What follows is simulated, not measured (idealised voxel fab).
process module | voxel ribs on slabs
cross-section cut | 155 nm wide | cells 5 nm
A cross-section is a grid of square cells, given in bands from the top down. A band is one or more rows of cells.
Each band's line starts with the height of the band's top and of its bottom, in nm. Then come its materials from left to right, each with its width in nm. One material with "throughout" fills the band from edge to edge. "air" is empty space.
Height 0 is the level under which the wafer as received is all one material. The lowest band goes on downwards, as in "0 down".
A width such as "30 to 40" changes by the same amount from each row of cells to the next, from the band's top row to its bottom row.
"no change" after a step means that no cell of the cross-section changed.
closed voids: empty space of 8 cells or more with no open way to the top, each as width x height at its distance from the left edge, in nm
after a step's settings: what the simulator itself notes on the step
overlay nm, on a step with a mask: how far to the right of its planned place the mask lay; to the left if negative
plan
1 op RECEIVE | material Si
2 op DIRECTIONAL_DEP | material SiO2 | thk nm 30
3 op DIRECTIONAL_DEP | material SiN | thk nm 25
4 op PATTERN | tone cover | mask id RIB | material resist | width nm 20 | thk nm 15 | overlay nm 0
5 op DIRECTIONAL_ETCH | etch materials SiN | depth nm 20
6 op STRIP | etch materials resist
7 op MASKED_ETCH | tone cover | mask id SLAB | width nm 50 | etch materials SiN | depth nm 5 | overlay nm 0
8 op FILL_DEP | material SiO2 | thk nm 20
9 op CMP | height nm 70
10 op DIRECTIONAL_DEP | material W | thk nm 10
11 op DIRECTIONAL_DEP | material aC | thk nm 15
12 op PATTERN | tone cover | mask id HEATER | material resist | width nm 20 | thk nm 30 | overlay nm 0
13 op DIRECTIONAL_ETCH | etch materials aC | depth nm 15
14 op STRIP | etch materials resist
15 op DIRECTIONAL_ETCH | etch materials W | depth nm 10
16 op STRIP | etch materials aC
17 op CONFORMAL_DEP | material SiN | thk nm 5
varied across the wafers: width nm of step 12. The plan shows the first wafer's value. All wafers start alike
first wafer as received, after step 1
  0 down: Si throughout
  closed voids: none
each wafer at the end: cells of each material gained (+) or lost (-) since it was received, then its closed voids
width nm 20 | +61 SiN | +408 SiO2 | +8 W | closed voids: none
width nm 25 | +61 SiN | +408 SiO2 | +10 W | closed voids: none
width nm 30 | +61 SiN | +408 SiO2 | +12 W | closed voids: none
width nm 35 | +61 SiN | +408 SiO2 | +14 W | closed voids: none
width nm 40 | +61 SiN | +408 SiO2 | +16 W | closed voids: none
width nm 45 | +61 SiN | +408 SiO2 | +18 W | closed voids: none
